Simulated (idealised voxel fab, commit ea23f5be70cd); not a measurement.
Process module heading - voxel capacitor over wiring
The cross-section shown here is cut; it is 165 nm wide and divided into square cells measuring 5 nm on a side.
If you're reading a cross-section in this doc, picture square cells in a grid; it comes to you as bands, top ones listed first down to the bottom, and a band can be one or more rows of cells.
The band entry comprises the height of the band's top followed by the height of its bottom, expressed in nm, and subsequently the band's materials from left to right, each stated together with its width in nm. Where a single material is marked with the word "full width", that material fills the band from edge to edge. The word "air" represents empty space.
The reference from which all heights are counted is 0, the level beneath which the as-received wafer is entirely one material; the lowest band, having no lower bound, proceeds downward and is written after the example "0 nm and below".
You'd read "30 to 40" like this: the band's top row of cells is as wide as the first number, its bottom row is as wide as the second, and going down, every row changes width by the same amount as the row before did.
When a step is marked "same as before", none of the cells in the cross-section changed during that step.
So "Trapped voids" is basically the list of trapped voids: any empty space of 8 cells or more that can't reach the top through an opening. They're written width x height at distance, the distance being from the left edge, and it's all nm.
What comes after the settings on a step's line is commentary from the simulator itself on that step.
overlay nm: on a step with a mask, how far right of its planned place the mask lay; negative means left.
# Below is the list of planned process steps
1,RECEIVE,material Si
2,CONFORMAL_DEP,material SiO2,thk nm 15
3,CONFORMAL_DEP,material SiN,thk nm 5
4,DIRECTIONAL_DEP,material lowk,thk nm 20
5,PATTERN,tone open,mask id METAL_1,material resist,width nm 25,pitch nm 90,thk nm 15,overlay nm 0
6,DIRECTIONAL_ETCH,etch materials lowk,depth nm 20
7,DIRECTIONAL_ETCH,etch materials SiN,depth nm 5
8,STRIP,etch materials resist
9,CONFORMAL_DEP,material TiN,thk nm 5
10,FILL_DEP,material W,thk nm 10
11,CMP,height nm 40
12,CONFORMAL_DEP,material SiCN,thk nm 5
13,DIRECTIONAL_DEP,material SiO2,thk nm 15
14,MASKED_ETCH,tone open,mask id PLUG_1,width nm 15,etch materials SiO2,depth nm 15,overlay nm 0
15,MASKED_ETCH,tone open,mask id PLUG_1,width nm 15,etch materials SiCN,depth nm 5,overlay nm 0
16,EPI,material Ru,thk nm 10
17,EPI,material Ru,thk nm 10
18,DIRECTIONAL_DEP,material TiN,thk nm 10
19,DIRECTIONAL_DEP,material SiN,thk nm 5
20,DIRECTIONAL_DEP,material TiN,thk nm 10
21,PATTERN,tone cover,mask id UPPER_PLATE,material resist,width nm 70,thk nm 20,overlay nm 0
22,DIRECTIONAL_ETCH,etch materials TiN,depth nm 10
23,DIRECTIONAL_ETCH,etch materials SiN,depth nm 5
24,STRIP,etch materials resist
25,MASKED_ETCH,tone cover,mask id LOWER_PLATE,width nm 80,etch materials TiN,depth nm 10,overlay nm 0
26,FILL_DEP,material SiO2,thk nm 20
27,CMP,height nm 100
28,DIRECTIONAL_DEP,material aC,thk nm 15
29,PATTERN,tone open,mask id PLUG_2,material resist,width nm 15,thk nm 35,overlay nm 0
30,DIRECTIONAL_ETCH,etch materials aC,depth nm 15
31,STRIP,etch materials resist
32,DIRECTIONAL_ETCH,etch materials SiO2,depth nm 15
33,STRIP,etch materials aC
34,CONFORMAL_DEP,material TiN,thk nm 5
35,FILL_DEP,material Ru,thk nm 10
36,CMP,height nm 100
37,CONFORMAL_DEP,material SiCN,thk nm 5
# Cross-section: wafer on arrival = after step 1
> 0 nm and below = Si full width
> Trapped voids: none
# Cross-section: first of two wafers, module finished, run according to plan
> 105 nm to 100 nm = SiCN full width
> 100 nm to 90 nm = 45 of SiO2 | 5 of TiN | 5 of Ru | 5 of TiN | 105 of SiO2
> 90 nm to 85 nm = 45 of SiO2 | 15 of TiN | 105 of SiO2
> 85 nm to 75 nm = 35 of SiO2 | 70 of TiN | 60 of SiO2
> 75 nm to 70 nm = 35 of SiO2 | 70 of SiN | 60 of SiO2
> 70 nm to 60 nm = 30 of SiO2 | 80 of TiN | 55 of SiO2
> 60 nm to 45 nm = 35 of SiO2 | 15 of Ru | 115 of SiO2
> 45 nm to 40 nm = 35 of SiCN | 15 of Ru | 115 of SiCN
> 40 nm to 20 nm = 25 of lowk | 5 of TiN | 15 of W | 5 of TiN | 65 of lowk | 5 of TiN | 15 of W | 5 of TiN | 25 of lowk
> 20 nm to 15 nm = 25 of SiN | 25 of TiN | 65 of SiN | 25 of TiN | 25 of SiN
> 15 nm to 0 nm = SiO2 full width
> 0 nm and below = Si full width
> Trapped voids: none
# The second wafer, shown in cross-section after the module: started the same way as the first and given the same plan, yet one mistake crept into how it was run
> 105 nm to 100 nm = SiCN full width
> 100 nm to 90 nm = 40 of SiO2 | 5 of TiN | 5 of Ru | 5 of TiN | 110 of SiO2
> 90 nm to 85 nm = 40 of SiO2 | 15 of TiN | 110 of SiO2
> 85 nm to 75 nm = 35 of SiO2 | 70 of TiN | 60 of SiO2
> 75 nm to 70 nm = 35 of SiO2 | 70 of SiN | 60 of SiO2
> 70 nm to 60 nm = 30 of SiO2 | 80 of TiN | 55 of SiO2
> 60 nm to 45 nm = 35 of SiO2 | 15 of Ru | 115 of SiO2
> 45 nm to 40 nm = 35 of SiCN | 15 of Ru | 115 of SiCN
> 40 nm to 20 nm = 25 of lowk | 5 of TiN | 15 of W | 5 of TiN | 65 of lowk | 5 of TiN | 15 of W | 5 of TiN | 25 of lowk
> 20 nm to 15 nm = 25 of SiN | 25 of TiN | 65 of SiN | 25 of TiN | 25 of SiN
> 15 nm to 0 nm = SiO2 full width
> 0 nm and below = Si full width
> Trapped voids: none
Deviation from plan: not per plan at step 29, really ran PATTERN,tone open,mask id PLUG_2,material resist,width nm 15,thk nm 35,overlay nm -5
Heads up: at the end the two wafers have identical cell counts per material, they're just laid out differently.
